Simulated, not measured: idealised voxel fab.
The process module that follows is named voxel self aligned vias.
Cross-section cut spans 190 nm and uses square cells 5 nm in size.
We lay out every cross-section as a grid of square cells and spell it out in bands from the top down, where one band means one or more rows of cells. A band entry consists of two parts. The first gives the height of the band's top and the height of its bottom, in nm. The rest lists the band's materials from left to right, each with its width in nm. A single material labelled with the word "full width" fills the band from edge to edge, and the word "empty" marks empty space. Heights are measured from 0, the level below which the as-received wafer is all one material; the lowest band has no bottom and continues downward, written as in "0 and below". It should be noted that a width expressed as "30..40" varies in equal increments from row to row of cells within the band, taking the value of the first number at the top row and that of the second number at the bottom row. "identical to before" after a step means that no cell of the cross-section changed. You'll see "Encapsulated voids" listing empty spaces that have no way open to the top, as long as they're 8 cells or more; the notation is width x height at distance, where the distance is from the left edge, and all of it is in nm. The remark found on a step's line after its settings is issued by the simulator itself and pertains to that step. "overlay nm" denotes, for a step that has a mask, the displacement of the mask to the right of its planned place, with negative values corresponding to the left.

-- Here's what the planned process steps look like
| 1 | RECEIVE, material Si |
| 2 | CONFORMAL_DEP, material SiO2, thk nm 15 |
| 3 | CONFORMAL_DEP, material SiCN, thk nm 5 |
| 4 | DIRECTIONAL_DEP, material lowk, thk nm 20 |
| 5 | MASKED_ETCH, tone open, mask id LINES, width nm 25, pitch nm 70, etch materials lowk, depth nm 20, overlay nm 0 |
| 6 | CONFORMAL_DEP, material TiN, thk nm 5 |
| 7 | FILL_DEP, material W, thk nm 5 |
| 8 | CMP, height nm 40 |
| 9 | SELECTIVE_ETCH, etch materials W Ru TiN, depth nm 5 |
| 10 | FILL_DEP, material SiN, thk nm 10 |
| 11 | CMP, height nm 40 |
| 12 | DIRECTIONAL_DEP, material lowk, thk nm 15 |
| 13 | DIRECTIONAL_DEP, material aC, thk nm 10 |
| 14 | PATTERN, tone open, mask id VIAS, material resist, width nm 45, thk nm 25, overlay nm 0 |
| 15 | DIRECTIONAL_ETCH, etch materials aC, depth nm 10 |
| 16 | STRIP, etch materials resist |
| 17 | DIRECTIONAL_ETCH, etch materials lowk, depth nm 15 |
| 18 | DIRECTIONAL_ETCH, etch materials SiN, depth nm 5 |
| 19 | STRIP, etch materials aC |
| 20 | CONFORMAL_DEP, material TiN, thk nm 5 |
| 21 | FILL_DEP, material Cu, thk nm 10 |
| 22 | CMP, height nm 55 |
| 23 | CONFORMAL_DEP, material SiN, thk nm 5 |

-- Wafer cross-section on receipt, i.e. after step 1
- 0 and below  Si full width
- Encapsulated voids: none

-- The first of two wafers, cross-sectioned at the end of the module, with the run proceeding as planned
- 60 down to 55  SiN full width
- 55 down to 45  lowk: 35 | TiN: 5 | Cu: 35 | TiN: 5 | lowk: 110
- 45 down to 40  lowk: 35 | TiN: 15 | Cu: 15 | TiN: 15 | lowk: 110
- 40 down to 35  lowk: 45 | TiN: 25 | lowk: 45 | SiN: 25 | lowk: 50
- 35 down to 25  lowk: 45 | TiN: 5 | W: 15 | TiN: 5 | lowk: 45 | TiN: 5 | W: 15 | TiN: 5 | lowk: 50
- 25 down to 20  lowk: 45 | TiN: 25 | lowk: 45 | TiN: 25 | lowk: 50
- 20 down to 15  SiCN full width
- 15 down to 0  SiO2 full width
- 0 and below  Si full width
- Encapsulated voids: none

-- Here's the second of our two wafers sectioned at module end. Same start as the first, same plan, but one mistake got made running it
- 60 down to 55  SiN full width
- 55 down to 45  lowk: 35 | TiN: 5 | Cu: 40 | TiN: 5 | lowk: 105
- 45 down to 40  lowk: 35 | TiN: 15 | Cu: 15 | TiN: 20 | lowk: 105
- 40 down to 35  lowk: 45 | TiN: 25 | lowk: 45 | SiN: 25 | lowk: 50
- 35 down to 25  lowk: 45 | TiN: 5 | W: 15 | TiN: 5 | lowk: 45 | TiN: 5 | W: 15 | TiN: 5 | lowk: 50
- 25 down to 20  lowk: 45 | TiN: 25 | lowk: 45 | TiN: 25 | lowk: 50
- 20 down to 15  SiCN full width
- 15 down to 0  SiO2 full width
- 0 and below  Si full width
- Encapsulated voids: none
Diagnosis: step 14 went in with a setting other than planned; the actual run was PATTERN, tone open, mask id VIAS, material resist, width nm 50, thk nm 25, overlay nm 0
Wafer comparison, final, in cells, second relative to first, materials more or fewer: 2 more of Cu, 1 more of TiN, 3 fewer of lowk
